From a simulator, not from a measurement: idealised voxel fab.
This section sets out a process module, namely voxel wiring stack.
cross-section cut | 155 nm wide | cells 5 nm
A cross-section is a grid of square cells, given in bands from the top down. A band is one or more rows of cells.
This entry defines a band. It first specifies the height of the band's top and the height of its bottom in nm, and then specifies the band's materials from left to right, stating each material with its width in nm. The word "edge to edge" identifies a single material that fills the band from edge to edge, while the word "air" identifies empty space.
Heights are expressed relative to 0, this being the level below which the as-received wafer comprises one material exclusively. The lowest band is unbounded in the downward direction and is denoted as in "z 0 and below".
The expression "30..40" gives the width at the extremes of the band, the first number at its top row of cells and the second at its bottom row, with the width changing by equal amounts from each row to the next in between.
When a step is marked "identical to before", none of the cells in the cross-section changed during that step.
"Closed void entries" - sealed voids, min. 8 cells, no opening to top; format: width x height at distance (distance from left edge; nm throughout).
The remark found on a step's line after its settings is issued by the simulator itself and pertains to that step.
overlay nm: step with mask; distance mask lay right of planned place; negative value = left of planned place.

[Listed below are the process steps as planned]
1: RECEIVE | material Si
2: CONFORMAL_DEP | material SiO2 | thk nm 15
3: CONFORMAL_DEP | material SiN | thk nm 5
4: DIRECTIONAL_DEP | material SiO2 | thk nm 25
5: DIRECTIONAL_DEP | material aC | thk nm 10
6: PATTERN | tone open | mask id METAL_1 | material resist | width nm 25 | pitch nm 45 | thk nm 25 | overlay nm 0
7: DIRECTIONAL_ETCH | etch materials aC | depth nm 10
8: STRIP | etch materials resist
9: DIRECTIONAL_ETCH | etch materials SiO2 | depth nm 25
10: DIRECTIONAL_ETCH | etch materials SiN | depth nm 5
11: STRIP | etch materials aC
12: CONFORMAL_DEP | material TiN | thk nm 5
13: FILL_DEP | material Ru | thk nm 5
14: CMP | height nm 45
15: CONFORMAL_DEP | material SiCN | thk nm 5
16: DIRECTIONAL_DEP | material lowk | thk nm 25
17: DIRECTIONAL_DEP | material aC | thk nm 10
18: PATTERN | tone open | mask id METAL_2_HOLES | material resist | width nm 15 | pitch nm 45 | thk nm 30 | overlay nm 0
19: DIRECTIONAL_ETCH | etch materials aC | depth nm 10
20: STRIP | etch materials resist
21: DIRECTIONAL_ETCH | etch materials lowk | depth nm 25
22: STRIP | etch materials aC
23: MASKED_ETCH | tone open | mask id METAL_2 | width nm 25 | pitch nm 45 | etch materials lowk | depth nm 15 | overlay nm 0
24: MASKED_ETCH | tone open | mask id METAL_2 | width nm 25 | pitch nm 45 | etch materials SiCN | depth nm 5 | overlay nm 0
25: CONFORMAL_DEP | material TiN | thk nm 5
26: FILL_DEP | material Cu | thk nm 10
27: CMP | height nm 75
28: CONFORMAL_DEP | material SiCN | thk nm 5
29: DIRECTIONAL_DEP | material SiO2 | thk nm 35
30: PATTERN | tone open | mask id METAL_3_HOLES | material resist | width nm 15 | thk nm 20 | overlay nm 0
31: DIRECTIONAL_ETCH | etch materials SiO2 | depth nm 35
32: STRIP | etch materials resist
33: PATTERN | tone open | mask id METAL_3 | material resist | width nm 25 | pitch nm 45 | thk nm 15 | overlay nm 0
34: DIRECTIONAL_ETCH | etch materials SiO2 | depth nm 20
35: DIRECTIONAL_ETCH | etch materials SiCN | depth nm 5
36: STRIP | etch materials resist
37: CONFORMAL_DEP | material TiN | thk nm 5
38: FILL_DEP | material Cu | thk nm 5
39: CMP | height nm 115
40: CONFORMAL_DEP | material SiN | thk nm 5

[Below: the first of two wafers, run as planned]

[as received, after step 1]
	z 0 and below: Si edge to edge
	Closed void entries: none

[Cross-section of the wafer after step 2]
	z 15 to 0: SiO2 edge to edge
	below 0: unchanged

[Cross-section of the wafer after step 3]
	z 20 to 15: SiN edge to edge
	below 15: unchanged

[Cross-section of the wafer after step 4]
	z 45 to 20: SiO2 edge to edge
	below 20: unchanged

[Cross-section of the wafer after step 5]
	z 55 to 45: aC edge to edge
	below 45: unchanged

[Cross-section of the wafer after step 6]
	z 80 to 55: resist: 40 | air: 25 | resist: 20 | air: 25 | resist: 45
	below 55: unchanged

[Cross-section of the wafer after step 7]
	z 70 to 55: resist: 40 | air: 25 | resist: 20 | air: 25 | resist: 45
	z 55 to 45: aC: 40 | air: 25 | aC: 20 | air: 25 | aC: 45
	below 45: unchanged

[Cross-section of the wafer after step 8]
	z 55 to 45: aC: 40 | air: 25 | aC: 20 | air: 25 | aC: 45
	below 45: unchanged

[Cross-section of the wafer after step 9]
	z 55 to 45: aC: 40 | air: 25 | aC: 20 | air: 25 | aC: 45
	z 45 to 20: SiO2: 40 | air: 25 | SiO2: 20 | air: 25 | SiO2: 45
	below 20: unchanged

[Cross-section of the wafer after step 10]
	z 55 to 45: aC: 40 | air: 25 | aC: 20 | air: 25 | aC: 45
	z 45 to 20: SiO2: 40 | air: 25 | SiO2: 20 | air: 25 | SiO2: 45
	z 20 to 15: SiN: 40 | air: 25 | SiN: 20 | air: 25 | SiN: 45
	below 15: unchanged

[Cross-section of the wafer after step 11]
	z 45 to 20: SiO2: 40 | air: 25 | SiO2: 20 | air: 25 | SiO2: 45
	below 20: unchanged

[Cross-section of the wafer after step 12]
	z 50 to 45: TiN: 45 | air: 15 | TiN: 30 | air: 15 | TiN: 50
	z 45 to 20: SiO2: 40 | TiN: 5 | air: 15 | TiN: 5 | SiO2: 20 | TiN: 5 | air: 15 | TiN: 5 | SiO2: 45
	z 20 to 15: SiN: 40 | TiN: 25 | SiN: 20 | TiN: 25 | SiN: 45
	below 15: unchanged

[Cross-section of the wafer after step 13]
	z 55 to 50: Ru edge to edge
	z 50 to 45: TiN: 45 | Ru: 15 | TiN: 30 | Ru: 15 | TiN: 50
	z 45 to 20: SiO2: 40 | TiN: 5 | Ru: 15 | TiN: 5 | SiO2: 20 | TiN: 5 | Ru: 15 | TiN: 5 | SiO2: 45
	below 20: unchanged

[Cross-section of the wafer after step 14]
	z 45 to 20: SiO2: 40 | TiN: 5 | Ru: 15 | TiN: 5 | SiO2: 20 | TiN: 5 | Ru: 15 | TiN: 5 | SiO2: 45
	below 20: unchanged

[Cross-section of the wafer after step 15]
	z 50 to 45: SiCN edge to edge
	below 45: unchanged

[Cross-section of the wafer after step 16]
	z 75 to 50: lowk edge to edge
	below 50: unchanged

[Cross-section of the wafer after step 17]
	z 85 to 75: aC edge to edge
	below 75: unchanged

[Cross-section of the wafer after step 18]
	z 115 to 85: resist: 40 | air: 15 | resist: 30 | air: 15 | resist: 55
	below 85: unchanged

[Cross-section of the wafer after step 19]
	z 105 to 85: resist: 40 | air: 15 | resist: 30 | air: 15 | resist: 55
	z 85 to 75: aC: 40 | air: 15 | aC: 30 | air: 15 | aC: 55
	below 75: unchanged

[Cross-section of the wafer after step 20]
	z 85 to 75: aC: 40 | air: 15 | aC: 30 | air: 15 | aC: 55
	below 75: unchanged

[Cross-section of the wafer after step 21]
	z 85 to 75: aC: 40 | air: 15 | aC: 30 | air: 15 | aC: 55
	z 75 to 50: lowk: 40 | air: 15 | lowk: 30 | air: 15 | lowk: 55
	below 50: unchanged

[Cross-section of the wafer after step 22]
	z 75 to 50: lowk: 40 | air: 15 | lowk: 30 | air: 15 | lowk: 55
	below 50: unchanged

[Cross-section of the wafer after step 23]
	z 75 to 60: lowk: 40 | air: 25 | lowk: 20 | air: 25 | lowk: 45
	below 60: unchanged

[Cross-section of the wafer after step 24]
	z 75 to 60: lowk: 40 | air: 25 | lowk: 20 | air: 25 | lowk: 45
	z 60 to 50: lowk: 40 | air: 15 | lowk: 30 | air: 15 | lowk: 55
	z 50 to 45: SiCN: 40 | air: 15 | SiCN: 30 | air: 15 | SiCN: 55
	below 45: unchanged

[Cross-section of the wafer after step 25]
	z 80 to 75: TiN: 45 | air: 15 | TiN: 30 | air: 15 | TiN: 50
	z 75 to 65: lowk: 40 | TiN: 5 | air: 15 | TiN: 5 | lowk: 20 | TiN: 5 | air: 15 | TiN: 5 | lowk: 45
	z 65 to 60: lowk: 40 | TiN: 5 | air: 5 | TiN: 15 | lowk: 20 | TiN: 5 | air: 5 | TiN: 15 | lowk: 45
	z 60 to 50: lowk: 40 | TiN: 5 | air: 5 | TiN: 5 | lowk: 30 | TiN: 5 | air: 5 | TiN: 5 | lowk: 55
	z 50 to 45: SiCN: 40 | TiN: 15 | SiCN: 30 | TiN: 15 | SiCN: 55
	below 45: unchanged

[Cross-section of the wafer after step 26]
	z 90 to 80: Cu edge to edge
	z 80 to 75: TiN: 45 | Cu: 15 | TiN: 30 | Cu: 15 | TiN: 50
	z 75 to 65: lowk: 40 | TiN: 5 | Cu: 15 | TiN: 5 | lowk: 20 | TiN: 5 | Cu: 15 | TiN: 5 | lowk: 45
	z 65 to 60: lowk: 40 | TiN: 5 | Cu: 5 | TiN: 15 | lowk: 20 | TiN: 5 | Cu: 5 | TiN: 15 | lowk: 45
	z 60 to 50: lowk: 40 | TiN: 5 | Cu: 5 | TiN: 5 | lowk: 30 | TiN: 5 | Cu: 5 | TiN: 5 | lowk: 55
	below 50: unchanged

[Cross-section of the wafer after step 27]
	z 75 to 65: lowk: 40 | TiN: 5 | Cu: 15 | TiN: 5 | lowk: 20 | TiN: 5 | Cu: 15 | TiN: 5 | lowk: 45
	below 65: unchanged

[Cross-section of the wafer after step 28]
	z 80 to 75: SiCN edge to edge
	below 75: unchanged

[Cross-section of the wafer after step 29]
	z 115 to 80: SiO2 edge to edge
	below 80: unchanged

[Cross-section of the wafer after step 30]
	z 135 to 115: resist: 40 | air: 15 | resist: 100
	below 115: unchanged

[Cross-section of the wafer after step 31]
	z 135 to 115: resist: 40 | air: 15 | resist: 100
	z 115 to 80: SiO2: 40 | air: 15 | SiO2: 100
	below 80: unchanged

[Cross-section of the wafer after step 32]
	z 115 to 80: SiO2: 40 | air: 15 | SiO2: 100
	below 80: unchanged

[Cross-section of the wafer after step 33]
	z 130 to 115: resist: 40 | air: 25 | resist: 20 | air: 25 | resist: 45
	below 115: unchanged

[Cross-section of the wafer after step 34]
	z 130 to 115: resist: 40 | air: 25 | resist: 20 | air: 25 | resist: 45
	z 115 to 95: SiO2: 40 | air: 25 | SiO2: 20 | air: 25 | SiO2: 45
	below 95: unchanged

[Cross-section of the wafer after step 35]
	z 130 to 115: resist: 40 | air: 25 | resist: 20 | air: 25 | resist: 45
	z 115 to 95: SiO2: 40 | air: 25 | SiO2: 20 | air: 25 | SiO2: 45
	z 95 to 80: SiO2: 40 | air: 15 | SiO2: 100
	z 80 to 75: SiCN: 40 | air: 15 | SiCN: 100
	below 75: unchanged

[Cross-section of the wafer after step 36]
	z 115 to 95: SiO2: 40 | air: 25 | SiO2: 20 | air: 25 | SiO2: 45
	below 95: unchanged

[Cross-section of the wafer after step 37]
	z 120 to 115: TiN: 45 | air: 15 | TiN: 30 | air: 15 | TiN: 50
	z 115 to 100: SiO2: 40 | TiN: 5 | air: 15 | TiN: 5 | SiO2: 20 | TiN: 5 | air: 15 | TiN: 5 | SiO2: 45
	z 100 to 95: SiO2: 40 | TiN: 5 | air: 5 | TiN: 15 | SiO2: 20 | TiN: 25 | SiO2: 45
	z 95 to 80: SiO2: 40 | TiN: 5 | air: 5 | TiN: 5 | SiO2: 100
	z 80 to 75: SiCN: 40 | TiN: 15 | SiCN: 100
	below 75: unchanged

[Cross-section of the wafer after step 38]
	z 125 to 120: Cu edge to edge
	z 120 to 115: TiN: 45 | Cu: 15 | TiN: 30 | Cu: 15 | TiN: 50
	z 115 to 100: SiO2: 40 | TiN: 5 | Cu: 15 | TiN: 5 | SiO2: 20 | TiN: 5 | Cu: 15 | TiN: 5 | SiO2: 45
	z 100 to 95: SiO2: 40 | TiN: 5 | Cu: 5 | TiN: 15 | SiO2: 20 | TiN: 25 | SiO2: 45
	z 95 to 80: SiO2: 40 | TiN: 5 | Cu: 5 | TiN: 5 | SiO2: 100
	below 80: unchanged

[Cross-section of the wafer after step 39]
	z 115 to 100: SiO2: 40 | TiN: 5 | Cu: 15 | TiN: 5 | SiO2: 20 | TiN: 5 | Cu: 15 | TiN: 5 | SiO2: 45
	below 100: unchanged

[Cross-section of the wafer after step 40]
	z 120 to 115: SiN edge to edge
	below 115: unchanged

[Wafer two of the pair: same origin, same plan, one error during the run; identical to wafer one up to and including step 27]

[Second wafer, section view, time point: scheduled end of step 28]
	z 110 to 75: SiO2 edge to edge
	below 75: unchanged

[Second wafer, section view, time point: scheduled end of step 29]
	z 115 to 110: SiCN edge to edge
	below 110: unchanged

[Second wafer, section view, time point: scheduled end of step 30]
	z 135 to 115: resist: 40 | air: 15 | resist: 100
	below 115: unchanged

Second wafer, section view, time point: scheduled end of step 31: identical to before

[Second wafer, section view, time point: scheduled end of step 32]
	z 115 to 110: SiCN edge to edge
	below 110: unchanged

[Second wafer, section view, time point: scheduled end of step 33]
	z 130 to 115: resist: 40 | air: 25 | resist: 20 | air: 25 | resist: 45
	below 115: unchanged

Second wafer, section view, time point: scheduled end of step 34: identical to before

[Second wafer, section view, time point: scheduled end of step 35]
	z 130 to 115: resist: 40 | air: 25 | resist: 20 | air: 25 | resist: 45
	z 115 to 110: SiCN: 40 | air: 25 | SiCN: 20 | air: 25 | SiCN: 45
	below 110: unchanged

[Second wafer, section view, time point: scheduled end of step 36]
	z 115 to 110: SiCN: 40 | air: 25 | SiCN: 20 | air: 25 | SiCN: 45
	below 110: unchanged

[Second wafer, section view, time point: scheduled end of step 37]
	z 120 to 115: TiN: 45 | air: 15 | TiN: 30 | air: 15 | TiN: 50
	z 115 to 110: SiCN: 40 | TiN: 25 | SiCN: 20 | TiN: 25 | SiCN: 45
	below 110: unchanged

[Second wafer, section view, time point: scheduled end of step 38]
	z 125 to 120: Cu edge to edge
	z 120 to 115: TiN: 45 | Cu: 15 | TiN: 30 | Cu: 15 | TiN: 50
	below 115: unchanged

[Second wafer, section view, time point: scheduled end of step 39]
	z 115 to 110: SiCN: 40 | TiN: 25 | SiCN: 20 | TiN: 25 | SiCN: 45
	below 110: unchanged

[Second wafer, section view, time point: scheduled end of step 40]
	z 120 to 115: SiN edge to edge
	below 115: unchanged
Diagnosis: swap of plan steps 28 and 29 during execution
In the final state, the cell counts of the second wafer exceed or fall short of those of the first for the following materials: Cu: 22 fewer; SiCN: 7 fewer; SiO2: 49 more; TiN: 20 fewer
